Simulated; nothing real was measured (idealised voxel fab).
A process module follows: voxel wiring stack.
Displayed cross-section: cut, width of 295 nm, square cells sized 5 nm.
Cross-section = grid of square cells, listed top down in bands; band = one or more rows.
Look at the band entry: it leads with the top's height and the bottom's height in nm. Then it lists the materials left to right, with a width in nm for each. The word "all across" on a single material says that material fills the band edge to edge. The word "blank" is empty space.
Height reference: 0 = level under which incoming wafer is all one material. Lowest band: no bottom, runs on downward, e.g. "from 0 down".
A two-number width, for instance "30..40", indicates that the width is equal to the first number in the top row of the band and to the second number in the bottom row, and that it changes by a constant amount per row of cells.
The cross-section has no changed cell in any step marked "nothing changed".
Listed in "Voids, enclosed": every empty space of 8 or more cells without an open way to the top. Form: width x height at distance, the distance being from the left edge, all in nm.
Heads up: the bit after the settings on a step's line is the simulator's remark on that step.
Each step line may optionally specify "overlay nm", which for a step with a mask gives the rightward distance between the mask's planned place and where it lay, a negative value indicating the leftward direction.

plan
1 RECEIVE,material Si
2 CONFORMAL_DEP,material SiO2,thk nm 10
3 DIRECTIONAL_DEP,material TiN,thk nm 5
4 DIRECTIONAL_DEP,material Ru,thk nm 20
5 PATTERN,tone cover,mask id METAL_1,material resist,width nm 30,pitch nm 50,thk nm 15,overlay nm 0
6 DIRECTIONAL_ETCH,etch materials Ru,depth nm 20
7 DIRECTIONAL_ETCH,etch materials TiN,depth nm 5
8 STRIP,etch materials resist
9 FILL_DEP,material lowk,thk nm 10
10 CMP,height nm 35
11 CONFORMAL_DEP,material SiCN,thk nm 5
12 DIRECTIONAL_DEP,material lowk,thk nm 20
13 PATTERN,tone open,mask id PLUG_1,material resist,width nm 15,pitch nm 50,thk nm 20,overlay nm 0
14 DIRECTIONAL_ETCH,etch materials lowk,depth nm 20
15 DIRECTIONAL_ETCH,etch materials SiCN,depth nm 5
16 STRIP,etch materials resist
17 EPI,material Ru,thk nm 10
18 EPI,material Ru,thk nm 10
19 EPI,material Ru,thk nm 5
20 DIRECTIONAL_DEP,material TiN,thk nm 5
21 DIRECTIONAL_DEP,material W,thk nm 20
22 MASKED_ETCH,tone cover,mask id METAL_2,width nm 30,pitch nm 50,etch materials W,depth nm 20,overlay nm 0
23 MASKED_ETCH,tone cover,mask id METAL_2,width nm 30,pitch nm 50,etch materials TiN,depth nm 5,overlay nm 0
24 CONFORMAL_DEP,material SiN,thk nm 5
25 FILL_DEP,material SiO2,thk nm 10
26 CMP,height nm 85
27 CONFORMAL_DEP,material SiCN,thk nm 5

As received (post step 1): cross-section
> from 0 down: Si all across
> Voids, enclosed: none

Starting wafer: above. Plan: above. Run: one mistake. Cross-section after the module: below
> from 90 to 85: SiCN all across
> from 85 to 65: 90 SiO2, 5 SiN, 15 W, 5 SiN, 25 SiO2, 5 SiN, 15 W, 5 SiN, 25 SiO2, 5 SiN, 15 W, 5 SiN, 80 SiO2
> from 65 to 60: 95 SiN, 15 TiN, 35 SiN, 15 TiN, 35 SiN, 15 TiN, 85 SiN
> from 60 to 40: 80 lowk, 15 W, 35 lowk, 15 W, 35 lowk, 15 W, 100 lowk
> from 40 to 35: 80 SiCN, 15 TiN, 35 SiCN, 15 TiN, 35 SiCN, 15 TiN, 100 SiCN
> from 35 to 15: 80 Ru, 30 lowk, 20 Ru, 30 lowk, 20 Ru, 30 lowk, 85 Ru
> from 15 to 10: 80 TiN, 30 lowk, 20 TiN, 30 lowk, 20 TiN, 30 lowk, 85 TiN
> from 10 to 0: SiO2 all across
> from 0 down: Si all across
> Voids, enclosed: none
What broke from the plan during processing? step 5 did not use the planned setting and instead ran as PATTERN,tone open,mask id METAL_1,material resist,width nm 30,pitch nm 50,thk nm 15,overlay nm 0
